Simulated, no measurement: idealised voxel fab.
voxel local oxidation: a process module
Shown is cross-section cut, with a width of 270 nm and square cells of size 5 nm.
Heads up, the way a cross-section reads in here is a grid of square cells, handed over as bands from the top down, with every band being one or more rows of cells.
Band entry format. Leading values: height of top, height of bottom, nm. Remainder: materials in left-to-right order, each with its width in nm. Special words: "throughout" on a single material, which then fills the band edge to edge; "blank", empty space.
Heights from 0 (as-received wafer is one material below). Bottom band endless downward, as "0 down".
When a width is written as two numbers, as in "30->40", the first number is the width in the top row of cells of the band and the second is the width in its bottom row, and the width changes by the same amount from each row to the next.
"no change occurred", as given for a step, is the statement that not any cell of the cross-section underwent a change during that step.
Voids not open to the top, 8 cells minimum: see "Enclosed empty spaces". Written width x height at distance; distance is from the left edge; nm.
That trailing text on a step's line, after the settings, is the simulator's own remark on the step.
The "overlay nm" setting may appear on a step's line; for a step that uses a mask, it gives how far to the right of its planned position the mask lay, and a negative value indicates the left.

# List of planned process steps
1) RECEIVE (material Si)
2) OXIDIZE (depth nm 5)
3) CONFORMAL_DEP (material SiN; thk nm 10)
4) PATTERN (tone cover; mask id ACTIVE; material resist; width nm 125; thk nm 20; overlay nm 0)
5) DIRECTIONAL_ETCH (etch materials SiN; depth nm 10)
6) STRIP (etch materials resist)
7) SELECTIVE_ETCH (etch materials SiO2; depth nm 5)
8) OXIDIZE (depth nm 15)
9) STRIP (etch materials SiN)

# As-received state of the wafer in cross-section, equivalent to post-step 1
	0 down  Si throughout
	Enclosed empty spaces: none

# This is how the wafer looks in cross-section once the module is done, given the starting state and plan above and one mistake in carrying the plan out
	0 to -5  blank 85 nm, then SiO2 95 nm, then blank 90 nm
	-5 to -20  SiO2 100 nm, then Si 65 nm, then SiO2 105 nm
	-20 down  Si throughout
	Enclosed empty spaces: none
Deviation from plan: heads up, step 7 didn't go per plan, it actually ran as SELECTIVE_ETCH (etch materials SiO2; depth nm 15)
